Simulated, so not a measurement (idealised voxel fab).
Process module under the name voxel wiring stack
185 nm wide, 5 nm square cells: that's cross-section cut.
Cross-section, as written here: a square-cell grid given band by band from the top down, where a band holds one or more rows of cells.
Top, bottom (nm), then materials left to right with widths (nm); lone material tagged "full width" fills the whole band edge to edge; "empty" = empty space.
Basically, 0 is our baseline, since under it the wafer straight out of the box is all one material. The bottom band has no lower end and keeps on going down, so it looks like "0 nm and below".
It should be noted that a width expressed as "30..40" varies in equal increments from row to row of cells within the band, taking the value of the first number at the top row and that of the second number at the bottom row.
Key: "left unchanged" - step with no changed cell in the cross-section.
"Unvented cavities" - sealed voids, min. 8 cells, no opening to top; format: width x height at distance (distance from left edge; nm throughout).
Note: text after step settings on the step line = simulator remark on that step.
overlay nm: where the mask lay relative to plan, measured to the right, on steps with a mask; negatives go left.

# plan
1) RECEIVE, material Si
2) CONFORMAL_DEP, material SiO2, thk nm 10
3) CONFORMAL_DEP, material SiCN, thk nm 5
4) DIRECTIONAL_DEP, material SiO2, thk nm 20
5) DIRECTIONAL_DEP, material aC, thk nm 15
6) PATTERN, tone open, mask id METAL_1, material resist, width nm 30, pitch nm 50, thk nm 35, overlay nm 0
7) DIRECTIONAL_ETCH, etch materials aC, depth nm 15
8) STRIP, etch materials resist
9) DIRECTIONAL_ETCH, etch materials SiO2, depth nm 20
10) DIRECTIONAL_ETCH, etch materials SiCN, depth nm 5
11) STRIP, etch materials aC
12) CONFORMAL_DEP, material TiN, thk nm 5
13) FILL_DEP, material Ru, thk nm 5
14) CMP, height nm 35
15) CONFORMAL_DEP, material SiCN, thk nm 5
16) DIRECTIONAL_DEP, material lowk, thk nm 35
17) PATTERN, tone open, mask id METAL_2, material resist, width nm 30, pitch nm 50, thk nm 20, overlay nm 0
18) DIRECTIONAL_ETCH, etch materials lowk, depth nm 20
19) STRIP, etch materials resist
20) PATTERN, tone open, mask id METAL_2_HOLES, material resist, width nm 15, pitch nm 50, thk nm 15, overlay nm 0
21) DIRECTIONAL_ETCH, etch materials lowk, depth nm 15
22) DIRECTIONAL_ETCH, etch materials SiCN, depth nm 5
23) STRIP, etch materials resist
24) CONFORMAL_DEP, material TiN, thk nm 5
25) FILL_DEP, material Cu, thk nm 5
26) CMP, height nm 75
27) CONFORMAL_DEP, material SiN, thk nm 5

# Cross-section of the wafer as it came to us, i.e., already through step 1
> 0 nm and below: Si full width
> Unvented cavities: none

# The first of two wafers, cross-sectioned at the end of the module, with the run proceeding as planned
> 80 nm to 75 nm: SiN full width
> 75 nm to 60 nm: lowk 50 nm / TiN 5 nm / Cu 20 nm / TiN 5 nm / lowk 20 nm / TiN 5 nm / Cu 20 nm / TiN 5 nm / lowk 55 nm
> 60 nm to 55 nm: lowk 50 nm / TiN 5 nm / Cu 5 nm / TiN 20 nm / lowk 20 nm / TiN 5 nm / Cu 5 nm / TiN 20 nm / lowk 55 nm
> 55 nm to 40 nm: lowk 50 nm / TiN 5 nm / Cu 5 nm / TiN 5 nm / lowk 35 nm / TiN 5 nm / Cu 5 nm / TiN 5 nm / lowk 70 nm
> 40 nm to 35 nm: SiCN 50 nm / TiN 15 nm / SiCN 35 nm / TiN 15 nm / SiCN 70 nm
> 35 nm to 15 nm: SiO2 50 nm / TiN 5 nm / Ru 20 nm / TiN 5 nm / SiO2 20 nm / TiN 5 nm / Ru 20 nm / TiN 5 nm / SiO2 55 nm
> 15 nm to 10 nm: SiCN 50 nm / TiN 30 nm / SiCN 20 nm / TiN 30 nm / SiCN 55 nm
> 10 nm to 0 nm: SiO2 full width
> 0 nm and below: Si full width
> Unvented cavities: none

# Second wafer cross-section at end of module - shared start and plan with the first, one mistake in the run
> 80 nm to 75 nm: SiN full width
> 75 nm to 60 nm: lowk 50 nm / TiN 5 nm / Cu 20 nm / TiN 5 nm / lowk 20 nm / TiN 5 nm / Cu 20 nm / TiN 5 nm / lowk 55 nm
> 60 nm to 55 nm: lowk 50 nm / TiN 5 nm / Cu 5 nm / TiN 20 nm / lowk 20 nm / TiN 5 nm / Cu 5 nm / TiN 20 nm / lowk 55 nm
> 55 nm to 40 nm: lowk 50 nm / TiN 5 nm / Cu 5 nm / TiN 5 nm / lowk 35 nm / TiN 5 nm / Cu 5 nm / TiN 5 nm / lowk 70 nm
> 40 nm to 35 nm: SiCN 50 nm / TiN 15 nm / SiCN 35 nm / TiN 15 nm / SiCN 70 nm
> 35 nm to 30 nm: TiN 55 nm / Ru 20 nm / TiN 30 nm / Ru 20 nm / TiN 60 nm
> 30 nm to 15 nm: SiO2 50 nm / TiN 5 nm / Ru 20 nm / TiN 5 nm / SiO2 20 nm / TiN 5 nm / Ru 20 nm / TiN 5 nm / SiO2 55 nm
> 15 nm to 10 nm: SiO2 50 nm / TiN 30 nm / SiO2 20 nm / TiN 30 nm / SiO2 55 nm
> 10 nm to 0 nm: SiO2 full width
> 0 nm and below: Si full width
> Unvented cavities: none
What went wrong in running the wafer? skipped: plan step 3 (never run)
At the finish, the second wafer shows more or fewer cells for some materials than the first does: -25 SiCN, +25 TiN
